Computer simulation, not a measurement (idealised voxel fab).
process module | voxel capacitor over wiring
cross-section cut | 145 nm wide | cells 5 nm
A cross-section is a grid of square cells, given in bands from the top down. A band is one or more rows of cells.
Each band's line starts with the height of the band's top and of its bottom, in nm. Then come its materials from left to right, each with its width in nm. One material with "throughout" fills the band from edge to edge. "air" is empty space.
Height 0 is the level under which the wafer as received is all one material. The lowest band goes on downwards, as in "0 down".
A width such as "30 to 40" changes by the same amount from each row of cells to the next, from the band's top row to its bottom row.
"no change" after a step means that no cell of the cross-section changed.
closed voids: empty space of 8 cells or more with no open way to the top, each as width x height at its distance from the left edge, in nm
after a step's settings: what the simulator itself notes on the step
overlay nm, on a step with a mask: how far to the right of its planned place the mask lay; to the left if negative
plan
1 op RECEIVE | material Si
2 op CONFORMAL_DEP | material SiO2 | thk nm 15
3 op CONFORMAL_DEP | material SiN | thk nm 5
4 op DIRECTIONAL_DEP | material SiO2 | thk nm 20
5 op DIRECTIONAL_DEP | material aC | thk nm 10
6 op PATTERN | tone open | mask id METAL_1 | material resist | width nm 15 | pitch nm 90 | thk nm 30 | overlay nm 0
7 op DIRECTIONAL_ETCH | etch materials aC | depth nm 10
8 op STRIP | etch materials resist
9 op DIRECTIONAL_ETCH | etch materials SiO2 | depth nm 20
10 op DIRECTIONAL_ETCH | etch materials SiN | depth nm 5
11 op STRIP | etch materials aC
12 op CONFORMAL_DEP | material TiN | thk nm 5
13 op FILL_DEP | material Cu | thk nm 10
14 op CMP | height nm 40
15 op CONFORMAL_DEP | material SiCN | thk nm 5
16 op DIRECTIONAL_DEP | material lowk | thk nm 15
17 op DIRECTIONAL_DEP | material aC | thk nm 15
18 op PATTERN | tone open | mask id PLUG_1 | material resist | width nm 15 | thk nm 35 | overlay nm 0
19 op DIRECTIONAL_ETCH | etch materials aC | depth nm 15
20 op STRIP | etch materials resist
21 op DIRECTIONAL_ETCH | etch materials lowk | depth nm 15
22 op DIRECTIONAL_ETCH | etch materials SiCN | depth nm 5
23 op STRIP | etch materials aC
24 op CONFORMAL_DEP | material TiN | thk nm 5
25 op FILL_DEP | material Cu | thk nm 5
26 op CMP | height nm 60
27 op DIRECTIONAL_DEP | material TiN | thk nm 5
28 op DIRECTIONAL_DEP | material SiN | thk nm 5
29 op DIRECTIONAL_DEP | material TiN | thk nm 5
30 op DIRECTIONAL_DEP | material aC | thk nm 10
31 op PATTERN | tone cover | mask id UPPER_PLATE | material resist | width nm 75 | thk nm 30 | overlay nm 0
32 op DIRECTIONAL_ETCH | etch materials aC | depth nm 10
33 op STRIP | etch materials resist
34 op DIRECTIONAL_ETCH | etch materials TiN | depth nm 5
35 op DIRECTIONAL_ETCH | etch materials SiN | depth nm 5
36 op STRIP | etch materials aC
37 op PATTERN | tone cover | mask id LOWER_PLATE | material resist | width nm 85 | thk nm 15 | overlay nm 0
38 op DIRECTIONAL_ETCH | etch materials TiN | depth nm 5
39 op STRIP | etch materials resist
40 op FILL_DEP | material SiO2 | thk nm 20
41 op CMP | height nm 90
42 op PATTERN | tone open | mask id PLUG_2 | material resist | width nm 15 | thk nm 15 | overlay nm 0
43 op DIRECTIONAL_ETCH | etch materials SiO2 | depth nm 15
44 op STRIP | etch materials resist
45 op CONFORMAL_DEP | material TiN | thk nm 5
46 op FILL_DEP | material Ru | thk nm 10
47 op CMP | height nm 90
48 op CONFORMAL_DEP | material SiN | thk nm 5
varied across the wafers: width nm of step 6. The plan shows the first wafer's value. All wafers start alike
first wafer as received, after step 1
  0 down: Si throughout
  closed voids: none
each wafer at the end: cells of each material gained (+) or lost (-) since it was received, then its closed voids
width nm 15 | +11 Cu | +2 Ru | +26 SiCN | +67 SiN | +297 SiO2 | +70 TiN | +78 lowk | closed voids: none
width nm 20 | +19 Cu | +2 Ru | +26 SiCN | +65 SiN | +289 SiO2 | +72 TiN | +78 lowk | closed voids: none
width nm 25 | +27 Cu | +2 Ru | +26 SiCN | +63 SiN | +281 SiO2 | +74 TiN | +78 lowk | closed voids: none
